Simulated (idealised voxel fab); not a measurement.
You're looking at the process module voxel lift off.
The figure presents cross-section cut, which has a width of 165 nm and is divided into square cells with an edge length of 5 nm.
Cross-section spec: square-cell grid; bands listed top down; each band is one or more rows.
Band entry format. Leading values: height of top, height of bottom, nm. Remainder: materials in left-to-right order, each with its width in nm. Special words: "all across" on a single material, which then fills the band edge to edge; "blank", empty space.
Convention: height 0 is the level below which the wafer, as received, is all one material. The lowest band does not terminate at the bottom but continues downward, represented as "z 0 and below".
When a width is written as two numbers, as in "30..40", the first number is the width in the top row of cells of the band and the second is the width in its bottom row, and the width changes by the same amount from each row to the next.
"remains unaltered", as given for a step, is the statement that not any cell of the cross-section underwent a change during that step.
Entry "Fully closed voids". Content: empty spaces with no open connection to the top, size 8 cells or greater. Each: width x height at distance. Distance: from left edge. Unit: nm.
That trailing text on a step's line, after the settings, is the simulator's own remark on the step.
A step line may carry the setting "overlay nm", which, for steps involving a mask, states the distance by which the mask lay to the right of its intended position; negative values denote displacement to the left.

## Intended process steps
1,RECEIVE,material Si
2,CONFORMAL_DEP,material Al2O3,thk nm 5
3,PATTERN,tone open,mask id LINES,material resist,width nm 30,pitch nm 45,thk nm 15,overlay nm 0
4,DIRECTIONAL_DEP,material Ru,thk nm 5
5,STRIP,etch materials resist
6,CONFORMAL_DEP,material SiN,thk nm 5
Variable across wafers: step 2 thk nm (plan value is that of the first wafer; starting state common to all).

## After step 1, as received: first of several wafers, cross-section
    z 0 and below: Si all across
    Fully closed voids: none

## Note: the following table is arranged by wafer, a row apiece. Each row reports the end-of-module state: per material, cells gained (+) or cells lost (-) compared with the wafer as received; closed voids follow
thk nm 5 | +33 Al2O3 | +18 Ru | +39 SiN | Fully closed voids: none
thk nm 10 | +66 Al2O3 | +18 Ru | +39 SiN | Fully closed voids: none
thk nm 15 | +99 Al2O3 | +18 Ru | +39 SiN | Fully closed voids: none
thk nm 20 | +132 Al2O3 | +18 Ru | +39 SiN | Fully closed voids: none
